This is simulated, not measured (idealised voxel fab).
Process module name: voxel gate over fins
FYI the section here is cut, 250 nm wide, cells are 5 nm squares.
A cross-section in this document is a grid of square cells, and it is written down as bands, the top band listed before the ones below it; a band is made up of one or more rows of cells.
Per band: top height and bottom height in nm, followed by the left-to-right materials and their widths in nm; "edge to edge" marks a single material spanning edge to edge, "air" marks empty space.
Zero point of the height axis is 0; under it, received wafer = one material. Lowest band: continues down indefinitely, "0..down".
Quick explanation for "30 to 40": the width changes in equal steps down the rows of cells, from the first number in the band's top row to the second number in its bottom row.
Any step labelled "nothing altered" changed none of the cells in the cross-section.
Entry "Internal closed voids" = empty spaces >= 8 cells with no open way to the top; each as width x height at distance, distance from left edge, all nm.
What comes after the settings on a step's line is commentary from the simulator itself on that step.
"overlay nm" denotes, for a step that has a mask, the displacement of the mask to the right of its planned place, with negative values corresponding to the left.

List of planned process steps
1 RECEIVE | material Si
2 CONFORMAL_DEP | material SiN | thk nm 5
3 MASKED_ETCH | tone cover | mask id FINS | width nm 15 | pitch nm 60 | etch materials SiN | depth nm 5 | overlay nm 0
4 MASKED_ETCH | tone cover | mask id FINS | width nm 15 | pitch nm 60 | etch materials Si | depth nm 40 | overlay nm 0
5 OXIDIZE | depth nm 5
6 FILL_DEP | material SiO2 | thk nm 10
7 CMP | height nm 5
8 DIRECTIONAL_DEP | material aC | thk nm 10
9 PATTERN | tone open | mask id RAIL | material resist | width nm 15 | thk nm 30 | overlay nm 0
10 DIRECTIONAL_ETCH | etch materials aC | depth nm 10
11 STRIP | etch materials resist
12 DIRECTIONAL_ETCH | etch materials SiO2 | depth nm 40
13 STRIP | etch materials aC
14 CONFORMAL_DEP | material TiN | thk nm 5
15 FILL_DEP | material W | thk nm 10
16 CMP | height nm 5
17 SELECTIVE_ETCH | etch materials W Ru TiN | depth nm 25
18 FILL_DEP | material SiO2 | thk nm 5
19 CMP | height nm 5
20 SELECTIVE_ETCH | etch materials SiO2 | depth nm 15
21 STRIP | etch materials SiN
22 CONFORMAL_DEP | material HfO2 | thk nm 5
23 CONFORMAL_DEP | material TiN | thk nm 5
24 CONFORMAL_DEP | material TiAl | thk nm 5
25 CONFORMAL_DEP | material TiN | thk nm 5
26 FILL_DEP | material W | thk nm 10
27 CMP | height nm 25
28 CONFORMAL_DEP | material SiN | thk nm 10

As-received state of the wafer in cross-section, equivalent to post-step 1
* 0..down = Si edge to edge
* Internal closed voids: none

Cross-sectional image of the first of two wafers at the end of the module, the run having proceeded as planned
* 35..25 = SiN edge to edge
* 25..20 = W edge to edge
* 20..15 = 40 nm W | 45 nm TiN | 15 nm W | 45 nm TiN | 15 nm W | 45 nm TiN | 45 nm W
* 15..10 = 40 nm W | 5 nm TiN | 35 nm TiAl | 5 nm TiN | 15 nm W | 5 nm TiN | 35 nm TiAl | 5 nm TiN | 15 nm W | 5 nm TiN | 35 nm TiAl | 5 nm TiN | 45 nm W
* 10..5 = 45 nm TiN | 5 nm TiAl | 25 nm TiN | 5 nm TiAl | 25 nm TiN | 5 nm TiAl | 25 nm TiN | 5 nm TiAl | 25 nm TiN | 5 nm TiAl | 25 nm TiN | 5 nm TiAl | 50 nm TiN
* 5..0 = 50 nm TiAl | 5 nm TiN | 15 nm HfO2 | 5 nm TiN | 35 nm TiAl | 5 nm TiN | 15 nm HfO2 | 5 nm TiN | 35 nm TiAl | 5 nm TiN | 15 nm HfO2 | 5 nm TiN | 55 nm TiAl
* 0..-5 = 55 nm TiN | 5 nm HfO2 | 5 nm Si | 5 nm HfO2 | 45 nm TiN | 5 nm HfO2 | 5 nm Si | 5 nm HfO2 | 45 nm TiN | 5 nm HfO2 | 5 nm Si | 5 nm HfO2 | 60 nm TiN
* -5..-10 = 60 nm HfO2 | 5 nm Si | 55 nm HfO2 | 5 nm Si | 55 nm HfO2 | 5 nm Si | 65 nm HfO2
* -10..-20 = 60 nm SiO2 | 5 nm Si | 55 nm SiO2 | 5 nm Si | 55 nm SiO2 | 5 nm Si | 65 nm SiO2
* -20..-30 = 60 nm SiO2 | 5 nm Si | 20 nm SiO2 | 5 nm TiN | 5 nm W | 5 nm TiN | 20 nm SiO2 | 5 nm Si | 55 nm SiO2 | 5 nm Si | 65 nm SiO2
* -30..-35 = 60 nm SiO2 | 5 nm Si | 20 nm SiO2 | 15 nm TiN | 20 nm SiO2 | 5 nm Si | 55 nm SiO2 | 5 nm Si | 65 nm SiO2
* -35..-45 = 60 nm SiO2 | 5 nm Si | 55 nm SiO2 | 5 nm Si | 55 nm SiO2 | 5 nm Si | 65 nm SiO2
* -45..down = Si edge to edge
* Internal closed voids: none

Cross-section at end of module for the second wafer of two, which matched the first in starting point and plan and differed by one mistake in its processing
* 30..25 = SiN edge to edge
* 25..20 = W edge to edge
* 20..15 = 40 nm W | 45 nm TiN | 15 nm W | 45 nm TiN | 15 nm W | 45 nm TiN | 45 nm W
* 15..10 = 40 nm W | 5 nm TiN | 35 nm TiAl | 5 nm TiN | 15 nm W | 5 nm TiN | 35 nm TiAl | 5 nm TiN | 15 nm W | 5 nm TiN | 35 nm TiAl | 5 nm TiN | 45 nm W
* 10..5 = 45 nm TiN | 5 nm TiAl | 25 nm TiN | 5 nm TiAl | 25 nm TiN | 5 nm TiAl | 25 nm TiN | 5 nm TiAl | 25 nm TiN | 5 nm TiAl | 25 nm TiN | 5 nm TiAl | 50 nm TiN
* 5..0 = 50 nm TiAl | 5 nm TiN | 15 nm HfO2 | 5 nm TiN | 35 nm TiAl | 5 nm TiN | 15 nm HfO2 | 5 nm TiN | 35 nm TiAl | 5 nm TiN | 15 nm HfO2 | 5 nm TiN | 55 nm TiAl
* 0..-5 = 55 nm TiN | 5 nm HfO2 | 5 nm Si | 5 nm HfO2 | 45 nm TiN | 5 nm HfO2 | 5 nm Si | 5 nm HfO2 | 45 nm TiN | 5 nm HfO2 | 5 nm Si | 5 nm HfO2 | 60 nm TiN
* -5..-10 = 60 nm HfO2 | 5 nm Si | 55 nm HfO2 | 5 nm Si | 55 nm HfO2 | 5 nm Si | 65 nm HfO2
* -10..-20 = 60 nm SiO2 | 5 nm Si | 55 nm SiO2 | 5 nm Si | 55 nm SiO2 | 5 nm Si | 65 nm SiO2
* -20..-30 = 60 nm SiO2 | 5 nm Si | 20 nm SiO2 | 5 nm TiN | 5 nm W | 5 nm TiN | 20 nm SiO2 | 5 nm Si | 55 nm SiO2 | 5 nm Si | 65 nm SiO2
* -30..-35 = 60 nm SiO2 | 5 nm Si | 20 nm SiO2 | 15 nm TiN | 20 nm SiO2 | 5 nm Si | 55 nm SiO2 | 5 nm Si | 65 nm SiO2
* -35..-45 = 60 nm SiO2 | 5 nm Si | 55 nm SiO2 | 5 nm Si | 55 nm SiO2 | 5 nm Si | 65 nm SiO2
* -45..down = Si edge to edge
* Internal closed voids: none
What went wrong in running the wafer? step 28 did not happen as planned, as run it was CONFORMAL_DEP | material SiN | thk nm 5
Counted in cells at the end, the second wafer holds more or fewer of these materials than the first: -50 SiN
